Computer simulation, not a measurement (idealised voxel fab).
Title: Process Module voxel tone inversion
Section cut is 230 nm wide and gridded with 5 nm square cells.
Reading order for cross-sections: top band down to bottom band. Underlying form: a grid of square cells. Band size: one or more rows of cells.
Quick guide to a band line: top height, bottom height (nm) up front; then every material left to right with its width in nm. Only one material and it's marked "everywhere"? Then it fills the band edge to edge. And "empty" just means empty space.
Heights are expressed relative to 0, this being the level below which the as-received wafer comprises one material exclusively. The lowest band is unbounded in the downward direction and is denoted as in "0 -> down".
Width "30 to 40": first value at the band's top row of cells, second value at its bottom row, equal change from row to row.
Where the words "identical to before" appear for a step, the cross-section shows no cell changed by that step; every cell remained as before.
This entry, "Sealed internal voids", enumerates those empty regions of no fewer than 8 cells that possess no open connection to the top. Each region is reported in the form width x height at distance, the distance being taken from the left edge, with all three quantities expressed in nm.
That trailing text on a step's line, after the settings, is the simulator's own remark on the step.
overlay nm: on a step with a mask, how far right of its planned place the mask lay; negative means left.
## The following list gives the planned process steps
1) RECEIVE | material Si
2) CONFORMAL_DEP | material SiCN | thk nm 10
3) DIRECTIONAL_DEP | material polySi | thk nm 20
4) PATTERN | tone cover | mask id POSTS | material resist | width nm 15 | pitch nm 40 | thk nm 30 | overlay nm 0
5) DIRECTIONAL_ETCH | etch materials polySi | depth nm 20
6) STRIP | etch materials resist
7) FILL_DEP | material lowk | thk nm 10
8) CMP | height nm 30
9) STRIP | etch materials polySi
10) CONFORMAL_DEP | material TiN | thk nm 5
11) FILL_DEP | material Ru | thk nm 10
12) CMP | height nm 30
13) CONFORMAL_DEP | material SiN | thk nm 5
## The following pertains to the first of two wafers, which was processed as planned
## Wafer cross-section on receipt, i.e. after step 1
* 0 -> down = Si everywhere
* Sealed internal voids: none
## The following cross-section depicts the wafer upon completion of step 2
* 10 -> 0 = SiCN everywhere
* Under the height 0 nothing was changed.
## The following cross-section depicts the wafer upon completion of step 3
* 30 -> 10 = polySi everywhere
* Under the height 10 nothing was changed.
## The following cross-section depicts the wafer upon completion of step 4
* 60 -> 30 = 65 of empty, 15 of resist, 25 of empty, 15 of resist, 25 of empty, 15 of resist, 70 of empty
* Under the height 30 nothing was changed.
## The following cross-section depicts the wafer upon completion of step 5
* 60 -> 30 = 65 of empty, 15 of resist, 25 of empty, 15 of resist, 25 of empty, 15 of resist, 70 of empty
* 30 -> 10 = 65 of empty, 15 of polySi, 25 of empty, 15 of polySi, 25 of empty, 15 of polySi, 70 of empty
* Under the height 10 nothing was changed.
## The following cross-section depicts the wafer upon completion of step 6
* 30 -> 10 = 65 of empty, 15 of polySi, 25 of empty, 15 of polySi, 25 of empty, 15 of polySi, 70 of empty
* Under the height 10 nothing was changed.
## The following cross-section depicts the wafer upon completion of step 7
* 40 -> 30 = lowk everywhere
* 30 -> 10 = 65 of lowk, 15 of polySi, 25 of lowk, 15 of polySi, 25 of lowk, 15 of polySi, 70 of lowk
* Under the height 10 nothing was changed.
## The following cross-section depicts the wafer upon completion of step 8
* 30 -> 10 = 65 of lowk, 15 of polySi, 25 of lowk, 15 of polySi, 25 of lowk, 15 of polySi, 70 of lowk
* Under the height 10 nothing was changed.
## The following cross-section depicts the wafer upon completion of step 9
* 30 -> 10 = 65 of lowk, 15 of empty, 25 of lowk, 15 of empty, 25 of lowk, 15 of empty, 70 of lowk
* Under the height 10 nothing was changed.
## The following cross-section depicts the wafer upon completion of step 10
* 35 -> 30 = 70 of TiN, 5 of empty, 35 of TiN, 5 of empty, 35 of TiN, 5 of empty, 75 of TiN
* 30 -> 15 = 65 of lowk, 5 of TiN, 5 of empty, 5 of TiN, 25 of lowk, 5 of TiN, 5 of empty, 5 of TiN, 25 of lowk, 5 of TiN, 5 of empty, 5 of TiN, 70 of lowk
* 15 -> 10 = 65 of lowk, 15 of TiN, 25 of lowk, 15 of TiN, 25 of lowk, 15 of TiN, 70 of lowk
* Under the height 10 nothing was changed.
## The following cross-section depicts the wafer upon completion of step 11
* 45 -> 35 = Ru everywhere
* 35 -> 30 = 70 of TiN, 5 of Ru, 35 of TiN, 5 of Ru, 35 of TiN, 5 of Ru, 75 of TiN
* 30 -> 15 = 65 of lowk, 5 of TiN, 5 of Ru, 5 of TiN, 25 of lowk, 5 of TiN, 5 of Ru, 5 of TiN, 25 of lowk, 5 of TiN, 5 of Ru, 5 of TiN, 70 of lowk
* Under the height 15 nothing was changed.
## The following cross-section depicts the wafer upon completion of step 12
* 30 -> 15 = 65 of lowk, 5 of TiN, 5 of Ru, 5 of TiN, 25 of lowk, 5 of TiN, 5 of Ru, 5 of TiN, 25 of lowk, 5 of TiN, 5 of Ru, 5 of TiN, 70 of lowk
* Under the height 15 nothing was changed.
## The following cross-section depicts the wafer upon completion of step 13
* 35 -> 30 = SiN everywhere
* Under the height 30 nothing was changed.
## The second wafer was prepared from the same starting point and under the same plan as the first; its processing contained one mistake, and it remains indistinguishable from the first wafer up to and including step 3
## Look at the second wafer in cross-section at the time step 4 ought to have finished
* 60 -> 30 = 60 of empty, 25 of resist, 15 of empty, 25 of resist, 15 of empty, 25 of resist, 65 of empty
* Under the height 30 nothing was changed.
## Look at the second wafer in cross-section at the time step 5 ought to have finished
* 60 -> 30 = 60 of empty, 25 of resist, 15 of empty, 25 of resist, 15 of empty, 25 of resist, 65 of empty
* 30 -> 10 = 60 of empty, 25 of polySi, 15 of empty, 25 of polySi, 15 of empty, 25 of polySi, 65 of empty
* Under the height 10 nothing was changed.
## Look at the second wafer in cross-section at the time step 6 ought to have finished
* 30 -> 10 = 60 of empty, 25 of polySi, 15 of empty, 25 of polySi, 15 of empty, 25 of polySi, 65 of empty
* Under the height 10 nothing was changed.
## Look at the second wafer in cross-section at the time step 7 ought to have finished
* 40 -> 30 = lowk everywhere
* 30 -> 10 = 60 of lowk, 25 of polySi, 15 of lowk, 25 of polySi, 15 of lowk, 25 of polySi, 65 of lowk
* Under the height 10 nothing was changed.
## Look at the second wafer in cross-section at the time step 8 ought to have finished
* 30 -> 10 = 60 of lowk, 25 of polySi, 15 of lowk, 25 of polySi, 15 of lowk, 25 of polySi, 65 of lowk
* Under the height 10 nothing was changed.
## Look at the second wafer in cross-section at the time step 9 ought to have finished
* 30 -> 10 = 60 of lowk, 25 of empty, 15 of lowk, 25 of empty, 15 of lowk, 25 of empty, 65 of lowk
* Under the height 10 nothing was changed.
## Look at the second wafer in cross-section at the time step 10 ought to have finished
* 35 -> 30 = 65 of TiN, 15 of empty, 25 of TiN, 15 of empty, 25 of TiN, 15 of empty, 70 of TiN
* 30 -> 15 = 60 of lowk, 5 of TiN, 15 of empty, 5 of TiN, 15 of lowk, 5 of TiN, 15 of empty, 5 of TiN, 15 of lowk, 5 of TiN, 15 of empty, 5 of TiN, 65 of lowk
* 15 -> 10 = 60 of lowk, 25 of TiN, 15 of lowk, 25 of TiN, 15 of lowk, 25 of TiN, 65 of lowk
* Under the height 10 nothing was changed.
## Look at the second wafer in cross-section at the time step 11 ought to have finished
* 45 -> 35 = Ru everywhere
* 35 -> 30 = 65 of TiN, 15 of Ru, 25 of TiN, 15 of Ru, 25 of TiN, 15 of Ru, 70 of TiN
* 30 -> 15 = 60 of lowk, 5 of TiN, 15 of Ru, 5 of TiN, 15 of lowk, 5 of TiN, 15 of Ru, 5 of TiN, 15 of lowk, 5 of TiN, 15 of Ru, 5 of TiN, 65 of lowk
* Under the height 15 nothing was changed.
## Look at the second wafer in cross-section at the time step 12 ought to have finished
* 30 -> 15 = 60 of lowk, 5 of TiN, 15 of Ru, 5 of TiN, 15 of lowk, 5 of TiN, 15 of Ru, 5 of TiN, 15 of lowk, 5 of TiN, 15 of Ru, 5 of TiN, 65 of lowk
* Under the height 15 nothing was changed.
## Look at the second wafer in cross-section at the time step 13 ought to have finished
* 35 -> 30 = SiN everywhere
* Under the height 30 nothing was changed.
What went wrong in running the wafer? step 4 changed vs plan, executed as PATTERN | tone cover | mask id POSTS | material resist | width nm 25 | pitch nm 40 | thk nm 30 | overlay nm 0
Wafer comparison, final, in cells, second relative to first, materials more or fewer: +18 Ru, +6 TiN, -24 lowk
